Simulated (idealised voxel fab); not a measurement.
Process module in this document: voxel capacitor over wiring
Shown is cross-section cut, with a width of 245 nm and square cells of size 5 nm.
Cross-section = grid of square cells, listed top down in bands; band = one or more rows. Band: top and bottom heights (nm) first, top before bottom; then materials from left to right, widths in nm. "full width" marks a sole material filling the band edge to edge. "blank" denotes empty space. Beneath 0, the wafer as received is one material, and that level is where height counting begins. The lowest band goes on downward without a bottom; it is written like "0 nm and below". Note: "30->40" means the width goes from the first number (top row of the band) to the second number (bottom row) in equal steps per row of cells. What does "no modifications" mean for a step? It means no cell of the cross-section changed in that step. Any empty space of 8 cells or more lacking an open way to the top shows up in "Entrapped voids" as width x height at distance, distance from the left edge, in nm. It should be noted that, on the line of a given step, the content following the step's settings is a remark produced by the simulator itself with respect to that step. Steps that use a mask can have "overlay nm" on their line. It says how far the mask sat to the right of where it was meant to be. Negative means to the left.
Process steps - plan:
step 1: RECEIVE: material Si
step 2: CONFORMAL_DEP: material SiO2, thk nm 15
step 3: DIRECTIONAL_DEP: material TiN, thk nm 5
step 4: DIRECTIONAL_DEP: material Ru, thk nm 25
step 5: PATTERN: tone cover, mask id METAL_1, material resist, width nm 20, pitch nm 75, thk nm 20, overlay nm 0
step 6: DIRECTIONAL_ETCH: etch materials Ru, depth nm 25
step 7: DIRECTIONAL_ETCH: etch materials TiN, depth nm 5
step 8: STRIP: etch materials resist
step 9: CONFORMAL_DEP: material SiCN, thk nm 5
step 10: FILL_DEP: material SiO2, thk nm 5
step 11: CMP: height nm 45
step 12: CONFORMAL_DEP: material SiCN, thk nm 5
step 13: DIRECTIONAL_DEP: material lowk, thk nm 20
step 14: MASKED_ETCH: tone open, mask id PLUG_1, width nm 15, etch materials lowk, depth nm 20, overlay nm 0
step 15: MASKED_ETCH: tone open, mask id PLUG_1, width nm 15, etch materials SiCN, depth nm 5, overlay nm 0
step 16: CONFORMAL_DEP: material TiN, thk nm 5
step 17: FILL_DEP: material W, thk nm 10
step 18: CMP: height nm 70
step 19: DIRECTIONAL_DEP: material TiN, thk nm 5
step 20: DIRECTIONAL_DEP: material SiN, thk nm 5
step 21: DIRECTIONAL_DEP: material TiN, thk nm 10
step 22: DIRECTIONAL_DEP: material aC, thk nm 10
step 23: PATTERN: tone cover, mask id UPPER_PLATE, material resist, width nm 60, thk nm 25, overlay nm 0
step 24: DIRECTIONAL_ETCH: etch materials aC, depth nm 10
step 25: STRIP: etch materials resist
step 26: DIRECTIONAL_ETCH: etch materials TiN, depth nm 10
step 27: DIRECTIONAL_ETCH: etch materials SiN, depth nm 5
step 28: STRIP: etch materials aC
step 29: PATTERN: tone cover, mask id LOWER_PLATE, material resist, width nm 70, thk nm 15, overlay nm 0
step 30: DIRECTIONAL_ETCH: etch materials TiN, depth nm 5
step 31: STRIP: etch materials resist
step 32: FILL_DEP: material SiO2, thk nm 20
step 33: CMP: height nm 105
step 34: PATTERN: tone open, mask id PLUG_2, material resist, width nm 15, thk nm 20, overlay nm 0
step 35: DIRECTIONAL_ETCH: etch materials SiO2, depth nm 15
step 36: STRIP: etch materials resist
step 37: CONFORMAL_DEP: material TiN, thk nm 5
step 38: FILL_DEP: material Ru, thk nm 10
step 39: CMP: height nm 105
step 40: CONFORMAL_DEP: material SiN, thk nm 5
Delivered wafer in cross-section: state after step 1:
0 nm and below  Si full width
Entrapped voids: none
End-of-module XS, first of two wafers, run as planned:
110 nm to 105 nm  SiN full width
105 nm to 95 nm  SiO2 90 nm, then TiN 5 nm, then Ru 5 nm, then TiN 5 nm, then SiO2 140 nm
95 nm to 90 nm  SiO2 90 nm, then TiN 15 nm, then SiO2 140 nm
90 nm to 80 nm  SiO2 80 nm, then TiN 60 nm, then SiO2 105 nm
80 nm to 75 nm  SiO2 80 nm, then SiN 60 nm, then SiO2 105 nm
75 nm to 70 nm  SiO2 75 nm, then TiN 70 nm, then SiO2 100 nm
70 nm to 50 nm  lowk 80 nm, then TiN 5 nm, then W 5 nm, then TiN 5 nm, then lowk 150 nm
50 nm to 45 nm  SiCN 80 nm, then TiN 15 nm, then SiCN 150 nm
45 nm to 20 nm  SiO2 70 nm, then SiCN 5 nm, then Ru 20 nm, then SiCN 5 nm, then SiO2 45 nm, then SiCN 5 nm, then Ru 20 nm, then SiCN 5 nm, then SiO2 70 nm
20 nm to 15 nm  SiCN 75 nm, then TiN 20 nm, then SiCN 55 nm, then TiN 20 nm, then SiCN 75 nm
15 nm to 0 nm  SiO2 full width
0 nm and below  Si full width
Entrapped voids: none
End-of-module cross-section of the second wafer: identical starting point and process plan to the first, with one processing mistake:
110 nm to 105 nm  SiN full width
105 nm to 95 nm  SiO2 90 nm, then TiN 5 nm, then Ru 5 nm, then TiN 5 nm, then SiO2 140 nm
95 nm to 90 nm  SiO2 90 nm, then TiN 15 nm, then SiO2 140 nm
90 nm to 80 nm  SiO2 80 nm, then TiN 60 nm, then SiO2 105 nm
80 nm to 75 nm  SiO2 80 nm, then SiN 60 nm, then SiO2 105 nm
75 nm to 70 nm  SiO2 75 nm, then TiN 70 nm, then SiO2 100 nm
70 nm to 50 nm  lowk 80 nm, then TiN 5 nm, then W 5 nm, then TiN 5 nm, then lowk 150 nm
50 nm to 45 nm  SiCN 80 nm, then TiN 15 nm, then SiCN 150 nm
45 nm to 20 nm  SiO2 70 nm, then SiCN 5 nm, then Ru 20 nm, then SiCN 5 nm, then SiO2 45 nm, then SiCN 5 nm, then Ru 20 nm, then SiCN 5 nm, then SiO2 70 nm
20 nm to 15 nm  SiCN 75 nm, then TiN 20 nm, then SiCN 55 nm, then TiN 20 nm, then SiCN 75 nm
15 nm to 0 nm  SiN full width
0 nm and below  Si full width
Entrapped voids: none
Deviation from plan: step 2 was not run as planned; what actually ran was CONFORMAL_DEP: material SiN, thk nm 15
End check, counted in cells, second wafer has more or fewer of these materials than the first: 147 more of SiN | 147 fewer of SiO2
